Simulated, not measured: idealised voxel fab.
process module | voxel wiring stack
cross-section cut | 260 nm wide | cells 5 nm
A cross-section is a grid of square cells, given in bands from the top down. A band is one or more rows of cells.
Each band's line starts with the height of the band's top and of its bottom, in nm. Then come its materials from left to right, each with its width in nm. One material with "throughout" fills the band from edge to edge. "air" is empty space.
Height 0 is the level under which the wafer as received is all one material. The lowest band goes on downwards, as in "0 down".
A width such as "30 to 40" changes by the same amount from each row of cells to the next, from the band's top row to its bottom row.
"no change" after a step means that no cell of the cross-section changed.
closed voids: empty space of 8 cells or more with no open way to the top, each as width x height at its distance from the left edge, in nm
after a step's settings: what the simulator itself notes on the step
overlay nm, on a step with a mask: how far to the right of its planned place the mask lay; to the left if negative
plan
1 op RECEIVE | material Si
2 op CONFORMAL_DEP | material SiO2 | thk nm 15
3 op DIRECTIONAL_DEP | material TiN | thk nm 5
4 op DIRECTIONAL_DEP | material W | thk nm 20
5 op PATTERN | tone cover | mask id METAL_1 | material resist | width nm 20 | pitch nm 45 | thk nm 15 | overlay nm 0
6 op DIRECTIONAL_ETCH | etch materials W | depth nm 20
7 op DIRECTIONAL_ETCH | etch materials TiN | depth nm 5
8 op STRIP | etch materials resist
9 op FILL_DEP | material SiO2 | thk nm 10
10 op CMP | height nm 40
11 op CONFORMAL_DEP | material SiCN | thk nm 5
12 op DIRECTIONAL_DEP | material lowk | thk nm 30
13 op DIRECTIONAL_DEP | material aC | thk nm 10
14 op PATTERN | tone open | mask id METAL_2_HOLES | material resist | width nm 15 | pitch nm 90 | thk nm 30 | overlay nm 0
15 op DIRECTIONAL_ETCH | etch materials aC | depth nm 10
16 op STRIP | etch materials resist
17 op DIRECTIONAL_ETCH | etch materials lowk | depth nm 30
18 op STRIP | etch materials aC
19 op PATTERN | tone open | mask id METAL_2 | material resist | width nm 20 | pitch nm 45 | thk nm 15 | overlay nm 0
20 op DIRECTIONAL_ETCH | etch materials lowk | depth nm 20
21 op DIRECTIONAL_ETCH | etch materials SiCN | depth nm 5
22 op STRIP | etch materials resist
23 op CONFORMAL_DEP | material TiN | thk nm 5
24 op FILL_DEP | material Ru | thk nm 5
25 op CMP | height nm 75
26 op CONFORMAL_DEP | material SiCN | thk nm 5
27 op DIRECTIONAL_DEP | material lowk | thk nm 10
28 op DIRECTIONAL_DEP | material aC | thk nm 15
29 op PATTERN | tone open | mask id PLUG_2 | material resist | width nm 15 | pitch nm 45 | thk nm 30 | overlay nm 0
30 op DIRECTIONAL_ETCH | etch materials aC | depth nm 15
31 op STRIP | etch materials resist
32 op DIRECTIONAL_ETCH | etch materials lowk | depth nm 10
33 op DIRECTIONAL_ETCH | etch materials SiCN | depth nm 5
34 op STRIP | etch materials aC
35 op CONFORMAL_DEP | material TiN | thk nm 5
36 op FILL_DEP | material Ru | thk nm 10
37 op CMP | height nm 90
38 op DIRECTIONAL_DEP | material TiN | thk nm 5
39 op DIRECTIONAL_DEP | material W | thk nm 15
40 op PATTERN | tone cover | mask id METAL_3 | material resist | width nm 20 | pitch nm 45 | thk nm 15 | overlay nm 0
41 op DIRECTIONAL_ETCH | etch materials W | depth nm 15
42 op DIRECTIONAL_ETCH | etch materials TiN | depth nm 5
43 op STRIP | etch materials resist
44 op FILL_DEP | material lowk | thk nm 5
45 op CMP | height nm 110
46 op CONFORMAL_DEP | material SiN | thk nm 5
first wafer, as planned
as received, after step 1
  0 down: Si throughout
  closed voids: none
after step 2
  15 to 0: SiO2 throughout
  below 0: unchanged
after step 3
  20 to 15: TiN throughout
  below 15: unchanged
after step 4
  40 to 20: W throughout
  below 20: unchanged
after step 5
  55 to 40: air 50 | resist 20 | air 25 | resist 20 | air 25 | resist 20 | air 25 | resist 20 | air 55
  below 40: unchanged
after step 6
  55 to 40: air 50 | resist 20 | air 25 | resist 20 | air 25 | resist 20 | air 25 | resist 20 | air 55
  40 to 20: air 50 | W 20 | air 25 | W 20 | air 25 | W 20 | air 25 | W 20 | air 55
  below 20: unchanged
after step 7
  55 to 40: air 50 | resist 20 | air 25 | resist 20 | air 25 | resist 20 | air 25 | resist 20 | air 55
  40 to 20: air 50 | W 20 | air 25 | W 20 | air 25 | W 20 | air 25 | W 20 | air 55
  20 to 15: air 50 | TiN 20 | air 25 | TiN 20 | air 25 | TiN 20 | air 25 | TiN 20 | air 55
  below 15: unchanged
after step 8
  40 to 20: air 50 | W 20 | air 25 | W 20 | air 25 | W 20 | air 25 | W 20 | air 55
  below 20: unchanged
after step 9
  50 to 40: SiO2 throughout
  40 to 20: SiO2 50 | W 20 | SiO2 25 | W 20 | SiO2 25 | W 20 | SiO2 25 | W 20 | SiO2 55
  20 to 15: SiO2 50 | TiN 20 | SiO2 25 | TiN 20 | SiO2 25 | TiN 20 | SiO2 25 | TiN 20 | SiO2 55
  below 15: unchanged
after step 10
  40 to 20: SiO2 50 | W 20 | SiO2 25 | W 20 | SiO2 25 | W 20 | SiO2 25 | W 20 | SiO2 55
  below 20: unchanged
after step 11
  45 to 40: SiCN throughout
  below 40: unchanged
after step 12
  75 to 45: lowk throughout
  below 45: unchanged
after step 13
  85 to 75: aC throughout
  below 75: unchanged
after step 14
  115 to 85: resist 50 | air 15 | resist 75 | air 15 | resist 105
  below 85: unchanged
after step 15
  105 to 85: resist 50 | air 15 | resist 75 | air 15 | resist 105
  85 to 75: aC 50 | air 15 | aC 75 | air 15 | aC 105
  below 75: unchanged
after step 16
  85 to 75: aC 50 | air 15 | aC 75 | air 15 | aC 105
  below 75: unchanged
after step 17
  85 to 75: aC 50 | air 15 | aC 75 | air 15 | aC 105
  75 to 45: lowk 50 | air 15 | lowk 75 | air 15 | lowk 105
  below 45: unchanged
after step 18
  75 to 45: lowk 50 | air 15 | lowk 75 | air 15 | lowk 105
  below 45: unchanged
after step 19
  90 to 75: resist 50 | air 20 | resist 25 | air 20 | resist 25 | air 20 | resist 25 | air 20 | resist 55
  below 75: unchanged
after step 20
  90 to 75: resist 50 | air 20 | resist 25 | air 20 | resist 25 | air 20 | resist 25 | air 20 | resist 55
  75 to 55: lowk 50 | air 20 | lowk 25 | air 20 | lowk 25 | air 20 | lowk 25 | air 20 | lowk 55
  below 55: unchanged
after step 21
  90 to 75: resist 50 | air 20 | resist 25 | air 20 | resist 25 | air 20 | resist 25 | air 20 | resist 55
  75 to 55: lowk 50 | air 20 | lowk 25 | air 20 | lowk 25 | air 20 | lowk 25 | air 20 | lowk 55
  55 to 45: lowk 50 | air 15 | lowk 75 | air 15 | lowk 105
  45 to 40: SiCN 50 | air 15 | SiCN 75 | air 15 | SiCN 105
  below 40: unchanged
after step 22
  75 to 55: lowk 50 | air 20 | lowk 25 | air 20 | lowk 25 | air 20 | lowk 25 | air 20 | lowk 55
  below 55: unchanged
after step 23
  80 to 75: TiN 55 | air 10 | TiN 35 | air 10 | TiN 35 | air 10 | TiN 35 | air 10 | TiN 60
  75 to 60: lowk 50 | TiN 5 | air 10 | TiN 5 | lowk 25 | TiN 5 | air 10 | TiN 5 | lowk 25 | TiN 5 | air 10 | TiN 5 | lowk 25 | TiN 5 | air 10 | TiN 5 | lowk 55
  60 to 55: lowk 50 | TiN 5 | air 5 | TiN 10 | lowk 25 | TiN 20 | lowk 25 | TiN 5 | air 5 | TiN 10 | lowk 25 | TiN 20 | lowk 55
  55 to 45: lowk 50 | TiN 5 | air 5 | TiN 5 | lowk 75 | TiN 5 | air 5 | TiN 5 | lowk 105
  45 to 40: SiCN 50 | TiN 15 | SiCN 75 | TiN 15 | SiCN 105
  below 40: unchanged
after step 24
  85 to 80: Ru throughout
  80 to 75: TiN 55 | Ru 10 | TiN 35 | Ru 10 | TiN 35 | Ru 10 | TiN 35 | Ru 10 | TiN 60
  75 to 60: lowk 50 | TiN 5 | Ru 10 | TiN 5 | lowk 25 | TiN 5 | Ru 10 | TiN 5 | lowk 25 | TiN 5 | Ru 10 | TiN 5 | lowk 25 | TiN 5 | Ru 10 | TiN 5 | lowk 55
  60 to 55: lowk 50 | TiN 5 | Ru 5 | TiN 10 | lowk 25 | TiN 20 | lowk 25 | TiN 5 | Ru 5 | TiN 10 | lowk 25 | TiN 20 | lowk 55
  55 to 45: lowk 50 | TiN 5 | Ru 5 | TiN 5 | lowk 75 | TiN 5 | Ru 5 | TiN 5 | lowk 105
  below 45: unchanged
after step 25
  75 to 60: lowk 50 | TiN 5 | Ru 10 | TiN 5 | lowk 25 | TiN 5 | Ru 10 | TiN 5 | lowk 25 | TiN 5 | Ru 10 | TiN 5 | lowk 25 | TiN 5 | Ru 10 | TiN 5 | lowk 55
  below 60: unchanged
after step 26
  80 to 75: SiCN throughout
  below 75: unchanged
after step 27
  90 to 80: lowk throughout
  below 80: unchanged
after step 28
  105 to 90: aC throughout
  below 90: unchanged
after step 29
  135 to 105: resist 50 | air 15 | resist 30 | air 15 | resist 30 | air 15 | resist 30 | air 15 | resist 60
  below 105: unchanged
after step 30
  120 to 105: resist 50 | air 15 | resist 30 | air 15 | resist 30 | air 15 | resist 30 | air 15 | resist 60
  105 to 90: aC 50 | air 15 | aC 30 | air 15 | aC 30 | air 15 | aC 30 | air 15 | aC 60
  below 90: unchanged
after step 31
  105 to 90: aC 50 | air 15 | aC 30 | air 15 | aC 30 | air 15 | aC 30 | air 15 | aC 60
  below 90: unchanged
after step 32
  105 to 90: aC 50 | air 15 | aC 30 | air 15 | aC 30 | air 15 | aC 30 | air 15 | aC 60
  90 to 80: lowk 50 | air 15 | lowk 30 | air 15 | lowk 30 | air 15 | lowk 30 | air 15 | lowk 60
  below 80: unchanged
after step 33
  105 to 90: aC 50 | air 15 | aC 30 | air 15 | aC 30 | air 15 | aC 30 | air 15 | aC 60
  90 to 80: lowk 50 | air 15 | lowk 30 | air 15 | lowk 30 | air 15 | lowk 30 | air 15 | lowk 60
  80 to 75: SiCN 50 | air 15 | SiCN 30 | air 15 | SiCN 30 | air 15 | SiCN 30 | air 15 | SiCN 60
  below 75: unchanged
after step 34
  90 to 80: lowk 50 | air 15 | lowk 30 | air 15 | lowk 30 | air 15 | lowk 30 | air 15 | lowk 60
  below 80: unchanged
after step 35
  95 to 90: TiN 55 | air 5 | TiN 40 | air 5 | TiN 40 | air 5 | TiN 40 | air 5 | TiN 65
  90 to 80: lowk 50 | TiN 5 | air 5 | TiN 5 | lowk 30 | TiN 5 | air 5 | TiN 5 | lowk 30 | TiN 5 | air 5 | TiN 5 | lowk 30 | TiN 5 | air 5 | TiN 5 | lowk 60
  80 to 75: SiCN 50 | TiN 15 | SiCN 30 | TiN 15 | SiCN 30 | TiN 15 | SiCN 30 | TiN 15 | SiCN 60
  below 75: unchanged
after step 36
  105 to 95: Ru throughout
  95 to 90: TiN 55 | Ru 5 | TiN 40 | Ru 5 | TiN 40 | Ru 5 | TiN 40 | Ru 5 | TiN 65
  90 to 80: lowk 50 | TiN 5 | Ru 5 | TiN 5 | lowk 30 | TiN 5 | Ru 5 | TiN 5 | lowk 30 | TiN 5 | Ru 5 | TiN 5 | lowk 30 | TiN 5 | Ru 5 | TiN 5 | lowk 60
  below 80: unchanged
after step 37
  90 to 80: lowk 50 | TiN 5 | Ru 5 | TiN 5 | lowk 30 | TiN 5 | Ru 5 | TiN 5 | lowk 30 | TiN 5 | Ru 5 | TiN 5 | lowk 30 | TiN 5 | Ru 5 | TiN 5 | lowk 60
  below 80: unchanged
after step 38
  95 to 90: TiN throughout
  below 90: unchanged
after step 39
  110 to 95: W throughout
  below 95: unchanged
after step 40
  125 to 110: air 50 | resist 20 | air 25 | resist 20 | air 25 | resist 20 | air 25 | resist 20 | air 55
  below 110: unchanged
after step 41
  125 to 110: air 50 | resist 20 | air 25 | resist 20 | air 25 | resist 20 | air 25 | resist 20 | air 55
  110 to 95: air 50 | W 20 | air 25 | W 20 | air 25 | W 20 | air 25 | W 20 | air 55
  below 95: unchanged
after step 42
  125 to 110: air 50 | resist 20 | air 25 | resist 20 | air 25 | resist 20 | air 25 | resist 20 | air 55
  110 to 95: air 50 | W 20 | air 25 | W 20 | air 25 | W 20 | air 25 | W 20 | air 55
  95 to 90: air 50 | TiN 20 | air 25 | TiN 20 | air 25 | TiN 20 | air 25 | TiN 20 | air 55
  below 90: unchanged
after step 43
  110 to 95: air 50 | W 20 | air 25 | W 20 | air 25 | W 20 | air 25 | W 20 | air 55
  below 95: unchanged
after step 44
  115 to 110: lowk throughout
  110 to 95: lowk 50 | W 20 | lowk 25 | W 20 | lowk 25 | W 20 | lowk 25 | W 20 | lowk 55
  95 to 90: lowk 50 | TiN 20 | lowk 25 | TiN 20 | lowk 25 | TiN 20 | lowk 25 | TiN 20 | lowk 55
  below 90: unchanged
after step 45
  110 to 95: lowk 50 | W 20 | lowk 25 | W 20 | lowk 25 | W 20 | lowk 25 | W 20 | lowk 55
  below 95: unchanged
after step 46
  115 to 110: SiN throughout
  below 110: unchanged
second wafer: like start, like plan, one mistake. Through step 28 it matches the first wafer
when step 29 should have ended
  135 to 105: resist 45 | air 25 | resist 20 | air 25 | resist 20 | air 25 | resist 20 | air 25 | resist 55
  below 105: unchanged
when step 30 should have ended
  120 to 105: resist 45 | air 25 | resist 20 | air 25 | resist 20 | air 25 | resist 20 | air 25 | resist 55
  105 to 90: aC 45 | air 25 | aC 20 | air 25 | aC 20 | air 25 | aC 20 | air 25 | aC 55
  below 90: unchanged
when step 31 should have ended
  105 to 90: aC 45 | air 25 | aC 20 | air 25 | aC 20 | air 25 | aC 20 | air 25 | aC 55
  below 90: unchanged
when step 32 should have ended
  105 to 90: aC 45 | air 25 | aC 20 | air 25 | aC 20 | air 25 | aC 20 | air 25 | aC 55
  90 to 80: lowk 45 | air 25 | lowk 20 | air 25 | lowk 20 | air 25 | lowk 20 | air 25 | lowk 55
  below 80: unchanged
when step 33 should have ended
  105 to 90: aC 45 | air 25 | aC 20 | air 25 | aC 20 | air 25 | aC 20 | air 25 | aC 55
  90 to 80: lowk 45 | air 25 | lowk 20 | air 25 | lowk 20 | air 25 | lowk 20 | air 25 | lowk 55
  80 to 75: SiCN 45 | air 25 | SiCN 20 | air 25 | SiCN 20 | air 25 | SiCN 20 | air 25 | SiCN 55
  below 75: unchanged
when step 34 should have ended
  90 to 80: lowk 45 | air 25 | lowk 20 | air 25 | lowk 20 | air 25 | lowk 20 | air 25 | lowk 55
  below 80: unchanged
when step 35 should have ended
  95 to 90: TiN 50 | air 15 | TiN 30 | air 15 | TiN 30 | air 15 | TiN 30 | air 15 | TiN 60
  90 to 80: lowk 45 | TiN 5 | air 15 | TiN 5 | lowk 20 | TiN 5 | air 15 | TiN 5 | lowk 20 | TiN 5 | air 15 | TiN 5 | lowk 20 | TiN 5 | air 15 | TiN 5 | lowk 55
  80 to 75: SiCN 45 | TiN 25 | SiCN 20 | TiN 25 | SiCN 20 | TiN 25 | SiCN 20 | TiN 25 | SiCN 55
  below 75: unchanged
when step 36 should have ended
  105 to 95: Ru throughout
  95 to 90: TiN 50 | Ru 15 | TiN 30 | Ru 15 | TiN 30 | Ru 15 | TiN 30 | Ru 15 | TiN 60
  90 to 80: lowk 45 | TiN 5 | Ru 15 | TiN 5 | lowk 20 | TiN 5 | Ru 15 | TiN 5 | lowk 20 | TiN 5 | Ru 15 | TiN 5 | lowk 20 | TiN 5 | Ru 15 | TiN 5 | lowk 55
  below 80: unchanged
when step 37 should have ended
  90 to 80: lowk 45 | TiN 5 | Ru 15 | TiN 5 | lowk 20 | TiN 5 | Ru 15 | TiN 5 | lowk 20 | TiN 5 | Ru 15 | TiN 5 | lowk 20 | TiN 5 | Ru 15 | TiN 5 | lowk 55
  below 80: unchanged
when step 38 should have ended
  95 to 90: TiN throughout
  below 90: unchanged
when step 39 should have ended
  110 to 95: W throughout
  below 95: unchanged
when step 40 should have ended
  125 to 110: air 50 | resist 20 | air 25 | resist 20 | air 25 | resist 20 | air 25 | resist 20 | air 55
  below 110: unchanged
when step 41 should have ended
  125 to 110: air 50 | resist 20 | air 25 | resist 20 | air 25 | resist 20 | air 25 | resist 20 | air 55
  110 to 95: air 50 | W 20 | air 25 | W 20 | air 25 | W 20 | air 25 | W 20 | air 55
  below 95: unchanged
when step 42 should have ended
  125 to 110: air 50 | resist 20 | air 25 | resist 20 | air 25 | resist 20 | air 25 | resist 20 | air 55
  110 to 95: air 50 | W 20 | air 25 | W 20 | air 25 | W 20 | air 25 | W 20 | air 55
  95 to 90: air 50 | TiN 20 | air 25 | TiN 20 | air 25 | TiN 20 | air 25 | TiN 20 | air 55
  below 90: unchanged
when step 43 should have ended
  110 to 95: air 50 | W 20 | air 25 | W 20 | air 25 | W 20 | air 25 | W 20 | air 55
  below 95: unchanged
when step 44 should have ended
  115 to 110: lowk throughout
  110 to 95: lowk 50 | W 20 | lowk 25 | W 20 | lowk 25 | W 20 | lowk 25 | W 20 | lowk 55
  95 to 90: lowk 50 | TiN 20 | lowk 25 | TiN 20 | lowk 25 | TiN 20 | lowk 25 | TiN 20 | lowk 55
  below 90: unchanged
when step 45 should have ended
  110 to 95: lowk 50 | W 20 | lowk 25 | W 20 | lowk 25 | W 20 | lowk 25 | W 20 | lowk 55
  below 95: unchanged
when step 46 should have ended
  115 to 110: SiN throughout
  below 110: unchanged
what went wrong: step 29 ran as: op PATTERN | tone open | mask id PLUG_2 | material resist | width nm 25 | pitch nm 45 | thk nm 30 | overlay nm 0
at the end the second wafer has, in cells: 16 more of Ru | 8 fewer of SiCN | 8 more of TiN | 16 fewer of lowk
